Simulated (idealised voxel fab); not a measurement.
The process module presented herein is designated voxel transistor to metal.
The cross-section shown here is cut; it is 285 nm wide and divided into square cells measuring 5 nm on a side.
In what follows, cross-sections appear as grids of square cells, described through bands that run from the top down, where every band is one or more rows of cells.
Heights first: top, then bottom, in nm. Then materials, left to right, each with a width in nm. "edge to edge" on a single material: fills the band edge to edge. "empty": empty space.
A quick word on heights: they are counted from 0, and under that level the wafer as it came to us is one material throughout. The lowest band is different from the rest in having no bottom; it simply continues downward, written as in "from 0 down".
Width: "30 to 40" (first number = top row, second number = bottom row, same change from row to row of cells).
When a step is marked "no alteration", none of the cells in the cross-section changed during that step.
Each empty space that has no open way to the top and spans at least 8 cells appears under "Closed void table" as width x height at distance, the distance counted from the left edge, all in nm.
Where a step's line continues beyond its settings, the continuation is a remark by the simulator itself on that step.
"overlay nm", when on a step's line for a step with a mask, measures how far to the right of its planned place the mask lay; a negative measure means to the left.

-- Here's what the planned process steps look like
step 1: RECEIVE | material Si
step 2: CONFORMAL_DEP | material SiO2 | thk nm 5
step 3: CONFORMAL_DEP | material SiN | thk nm 10
step 4: PATTERN | tone cover | mask id ACTIVE | material resist | width nm 115 | pitch nm 135 | thk nm 20 | overlay nm 0
step 5: DIRECTIONAL_ETCH | etch materials SiN | depth nm 10
step 6: DIRECTIONAL_ETCH | etch materials SiO2 | depth nm 5
step 7: DIRECTIONAL_ETCH | etch materials Si | depth nm 20
step 8: STRIP | etch materials resist
step 9: FILL_DEP | material SiO2 | thk nm 5
step 10: CMP | height nm 15
step 11: SELECTIVE_ETCH | etch materials SiO2 | depth nm 10
step 12: STRIP | etch materials SiN
step 13: SELECTIVE_ETCH | etch materials SiO2 | depth nm 5
step 14: OXIDIZE | depth nm 5
step 15: DIRECTIONAL_DEP | material polySi | thk nm 30
step 16: DIRECTIONAL_DEP | material SiCN | thk nm 15
step 17: PATTERN | tone cover | mask id GATE | material resist | width nm 25 | pitch nm 135 | thk nm 20 | overlay nm 0
step 18: DIRECTIONAL_ETCH | etch materials SiCN | depth nm 25
step 19: DIRECTIONAL_ETCH | etch materials polySi | depth nm 40
step 20: STRIP | etch materials resist
step 21: CONFORMAL_DEP | material SiO2 | thk nm 5
step 22: DIRECTIONAL_ETCH | etch materials SiO2 | depth nm 5
step 23: CONFORMAL_DEP | material SiN | thk nm 5
step 24: DIRECTIONAL_ETCH | etch materials SiN | depth nm 5
step 25: DIRECTIONAL_ETCH | etch materials SiO2 | depth nm 5
step 26: DIRECTIONAL_ETCH | etch materials Si | depth nm 10
step 27: EPI | material pSi | thk nm 15
step 28: FILL_DEP | material SiO2 | thk nm 5
step 29: CMP | height nm 45
step 30: DIRECTIONAL_DEP | material SiO2 | thk nm 10
step 31: PATTERN | tone open | mask id CONTACT | material resist | width nm 15 | thk nm 15 | overlay nm 0
step 32: DIRECTIONAL_ETCH | etch materials SiO2 | depth nm 55
step 33: STRIP | etch materials resist
step 34: CONFORMAL_DEP | material TiN | thk nm 5
step 35: FILL_DEP | material W | thk nm 10
step 36: CMP | height nm 55
step 37: CONFORMAL_DEP | material SiCN | thk nm 5
step 38: DIRECTIONAL_DEP | material SiO2 | thk nm 20
step 39: DIRECTIONAL_DEP | material aC | thk nm 10
step 40: PATTERN | tone open | mask id METAL_1 | material resist | width nm 15 | thk nm 30 | overlay nm 0
step 41: DIRECTIONAL_ETCH | etch materials aC | depth nm 10
step 42: STRIP | etch materials resist
step 43: DIRECTIONAL_ETCH | etch materials SiO2 | depth nm 20
step 44: DIRECTIONAL_ETCH | etch materials SiCN | depth nm 5
step 45: STRIP | etch materials aC
step 46: CONFORMAL_DEP | material TiN | thk nm 5
step 47: FILL_DEP | material Cu | thk nm 5
step 48: CMP | height nm 80
step 49: CONFORMAL_DEP | material SiCN | thk nm 5
step 50: DIRECTIONAL_DEP | material lowk | thk nm 35
step 51: PATTERN | tone open | mask id METAL_2 | material resist | width nm 15 | pitch nm 135 | thk nm 15 | overlay nm 0
step 52: DIRECTIONAL_ETCH | etch materials lowk | depth nm 20
step 53: STRIP | etch materials resist
step 54: MASKED_ETCH | tone open | mask id METAL_2_HOLES | width nm 15 | pitch nm 135 | etch materials lowk | depth nm 15 | overlay nm 0
step 55: MASKED_ETCH | tone open | mask id METAL_2_HOLES | width nm 15 | pitch nm 135 | etch materials SiCN | depth nm 5 | overlay nm 0
step 56: CONFORMAL_DEP | material TiN | thk nm 5
step 57: FILL_DEP | material Ru | thk nm 5
step 58: CMP | height nm 120
step 59: CONFORMAL_DEP | material SiN | thk nm 5

-- As-received state of the wafer in cross-section, equivalent to post-step 1
- from 0 down | Si edge to edge
- Closed void table: none

-- Post-module cross-section: identical start and plan to those above, one misstep in execution
- from 125 to 120 | SiN edge to edge
- from 120 to 85 | 25 nm lowk, 5 nm TiN, 5 nm Ru, 5 nm TiN, 120 nm lowk, 5 nm TiN, 5 nm Ru, 5 nm TiN, 110 nm lowk
- from 85 to 80 | 25 nm SiCN, 15 nm TiN, 120 nm SiCN, 15 nm TiN, 110 nm SiCN
- from 80 to 60 | 25 nm SiO2, 5 nm TiN, 5 nm Cu, 5 nm TiN, 65 nm SiO2, 5 nm TiN, 5 nm Cu, 5 nm TiN, 40 nm SiO2, 5 nm TiN, 5 nm Cu, 5 nm TiN, 65 nm SiO2, 5 nm TiN, 5 nm Cu, 5 nm TiN, 30 nm SiO2
- from 60 to 55 | 25 nm SiCN, 15 nm TiN, 65 nm SiCN, 15 nm TiN, 40 nm SiCN, 15 nm TiN, 65 nm SiCN, 15 nm TiN, 30 nm SiCN
- from 55 to 45 | 25 nm SiO2, 5 nm TiN, 5 nm W, 5 nm TiN, 65 nm SiO2, 5 nm TiN, 5 nm W, 5 nm TiN, 40 nm SiO2, 5 nm TiN, 5 nm W, 5 nm TiN, 65 nm SiO2, 5 nm TiN, 5 nm W, 5 nm TiN, 30 nm SiO2
- from 45 to 30 | 25 nm SiO2, 5 nm TiN, 5 nm W, 5 nm TiN, 10 nm SiO2, 5 nm SiN, 5 nm SiO2, 25 nm SiCN, 5 nm SiO2, 5 nm SiN, 10 nm SiO2, 5 nm TiN, 5 nm W, 5 nm TiN, 40 nm SiO2, 5 nm TiN, 5 nm W, 5 nm TiN, 10 nm SiO2, 5 nm SiN, 5 nm SiO2, 25 nm SiCN, 5 nm SiO2, 5 nm SiN, 10 nm SiO2, 5 nm TiN, 5 nm W, 5 nm TiN, 30 nm SiO2
- from 30 to 15 | 25 nm SiO2, 5 nm TiN, 5 nm W, 5 nm TiN, 10 nm SiO2, 5 nm SiN, 5 nm SiO2, 25 nm polySi, 5 nm SiO2, 5 nm SiN, 10 nm SiO2, 5 nm TiN, 5 nm W, 5 nm TiN, 40 nm SiO2, 5 nm TiN, 5 nm W, 5 nm TiN, 10 nm SiO2, 5 nm SiN, 5 nm SiO2, 25 nm polySi, 5 nm SiO2, 5 nm SiN, 10 nm SiO2, 5 nm TiN, 5 nm W, 5 nm TiN, 30 nm SiO2
- from 15 to 10 | 25 nm SiO2, 15 nm TiN, 10 nm SiO2, 5 nm SiN, 5 nm SiO2, 25 nm polySi, 5 nm SiO2, 5 nm SiN, 10 nm SiO2, 15 nm TiN, 40 nm SiO2, 15 nm TiN, 10 nm SiO2, 5 nm SiN, 5 nm SiO2, 25 nm polySi, 5 nm SiO2, 5 nm SiN, 10 nm SiO2, 15 nm TiN, 30 nm SiO2
- from 10 to 5 | 25 nm SiO2, 10 nm TiN, 15 nm pSi, 5 nm SiN, 5 nm SiO2, 25 nm polySi, 5 nm SiO2, 5 nm SiN, 15 nm pSi, 10 nm TiN, 40 nm SiO2, 10 nm TiN, 15 nm pSi, 5 nm SiN, 5 nm SiO2, 25 nm polySi, 5 nm SiO2, 5 nm SiN, 15 nm pSi, 10 nm TiN, 30 nm SiO2
- from 5 to 0 | 10 nm SiO2, 40 nm pSi, 5 nm SiN, 5 nm SiO2, 25 nm polySi, 5 nm SiO2, 5 nm SiN, 40 nm pSi, 10 nm SiO2, 40 nm pSi, 5 nm SiN, 5 nm SiO2, 25 nm polySi, 5 nm SiO2, 5 nm SiN, 40 nm pSi, 15 nm SiO2
- from 0 to -5 | 10 nm SiO2, 40 nm pSi, 45 nm SiO2, 40 nm pSi, 10 nm SiO2, 40 nm pSi, 45 nm SiO2, 40 nm pSi, 15 nm SiO2
- from -5 to -10 | 20 nm SiO2, 30 nm pSi, 45 nm Si, 30 nm pSi, 30 nm SiO2, 30 nm pSi, 45 nm Si, 30 nm pSi, 25 nm SiO2
- from -10 to -15 | 15 nm SiO2, 5 nm Si, 30 nm pSi, 45 nm Si, 30 nm pSi, 5 nm Si, 20 nm SiO2, 5 nm Si, 30 nm pSi, 45 nm Si, 30 nm pSi, 5 nm Si, 20 nm SiO2
- from -15 to -20 | 15 nm SiO2, 115 nm Si, 20 nm SiO2, 115 nm Si, 20 nm SiO2
- from -20 down | Si edge to edge
- Closed void table: none
Error vs. plan: plan step 2 never ran because it was skipped
